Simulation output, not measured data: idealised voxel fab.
Documented hereafter: the process module known as voxel tone inversion.
The width of the displayed cross-section, cut, is 160 nm; its cells are square, with a size of 5 nm.
Think of the cross-section as a grid of square cells. We describe it in bands, top to bottom, and each band covers one or more rows of those cells.
Heads up on the band format: heights come first, top then bottom, in nm. After that it's the materials left to right, each with its width in nm. A single material flagged "throughout" fills the whole band edge to edge, and "empty" means there's empty space there.
We count height from 0. Below that, the starting wafer is all one material. The lowest band never ends at the bottom but goes on down; see "0..down" for how that is written.
Graded width ("30 to 40"): value in top row of band = first number; value in bottom row = second number; row-to-row change constant.
"no change" -> step changed no cross-section cell.
In the "Tabulated closed voids" entry, you get each enclosed empty space of 8 cells or more, one with no open way to the top, written width x height at distance, distance from the left edge, in nm.
Step line, after settings: the simulator's comment on this step.
overlay nm: on a step with a mask, how far right of its planned place the mask lay; negative means left.

## The process steps that were planned are listed below
1. RECEIVE (material Si)
2. CONFORMAL_DEP (material SiCN; thk nm 5)
3. DIRECTIONAL_DEP (material polySi; thk nm 25)
4. PATTERN (tone cover; mask id POSTS; material resist; width nm 25; pitch nm 50; thk nm 35; overlay nm 0)
5. DIRECTIONAL_ETCH (etch materials polySi; depth nm 25)
6. STRIP (etch materials resist)
7. FILL_DEP (material SiO2; thk nm 10)
8. CMP (height nm 30)
9. STRIP (etch materials polySi)

## First of two wafers: run as planned

## This is the cross-section of the wafer as we received it, i.e. after step 1
0..down = Si throughout
Tabulated closed voids: none

## You're looking at a cross-section of the wafer after step 2
5..0 = SiCN throughout
Below 0, no change.

## You're looking at a cross-section of the wafer after step 3
30..5 = polySi throughout
Below 5, no change.

## You're looking at a cross-section of the wafer after step 4
65..30 = 40 of empty  25 of resist  25 of empty  25 of resist  45 of empty
Below 30, no change.

## You're looking at a cross-section of the wafer after step 5
65..30 = 40 of empty  25 of resist  25 of empty  25 of resist  45 of empty
30..5 = 40 of empty  25 of polySi  25 of empty  25 of polySi  45 of empty
Below 5, no change.

## You're looking at a cross-section of the wafer after step 6
30..5 = 40 of empty  25 of polySi  25 of empty  25 of polySi  45 of empty
Below 5, no change.

## You're looking at a cross-section of the wafer after step 7
40..30 = SiO2 throughout
30..5 = 40 of SiO2  25 of polySi  25 of SiO2  25 of polySi  45 of SiO2
Below 5, no change.

## You're looking at a cross-section of the wafer after step 8
30..5 = 40 of SiO2  25 of polySi  25 of SiO2  25 of polySi  45 of SiO2
Below 5, no change.

## You're looking at a cross-section of the wafer after step 9
30..5 = 40 of SiO2  25 of empty  25 of SiO2  25 of empty  45 of SiO2
Below 5, no change.

## Wafer two. Same start, same plan, one slip in execution. Same as wafer one through step 1, inclusive

Cross-sectional view of the second wafer at the intended end time of process step 2: no change

## Cross-sectional view of the second wafer at the intended end time of process step 3
25..0 = polySi throughout
Below 0, no change.

## Cross-sectional view of the second wafer at the intended end time of process step 4
60..25 = 40 of empty  25 of resist  25 of empty  25 of resist  45 of empty
Below 25, no change.

## Cross-sectional view of the second wafer at the intended end time of process step 5
60..25 = 40 of empty  25 of resist  25 of empty  25 of resist  45 of empty
25..0 = 40 of empty  25 of polySi  25 of empty  25 of polySi  45 of empty
Below 0, no change.

## Cross-sectional view of the second wafer at the intended end time of process step 6
25..0 = 40 of empty  25 of polySi  25 of empty  25 of polySi  45 of empty
Below 0, no change.

## Cross-sectional view of the second wafer at the intended end time of process step 7
35..25 = SiO2 throughout
25..0 = 40 of SiO2  25 of polySi  25 of SiO2  25 of polySi  45 of SiO2
Below 0, no change.

## Cross-sectional view of the second wafer at the intended end time of process step 8
30..25 = SiO2 throughout
Below 25, no change.

Cross-sectional view of the second wafer at the intended end time of process step 9: no change
Nonconformance to the process plan: the plan's step 2 was left out and never carried out
Final wafer comparison in cells, second versus first, more or fewer per material: -32 SiCN; +32 SiO2; +50 polySi
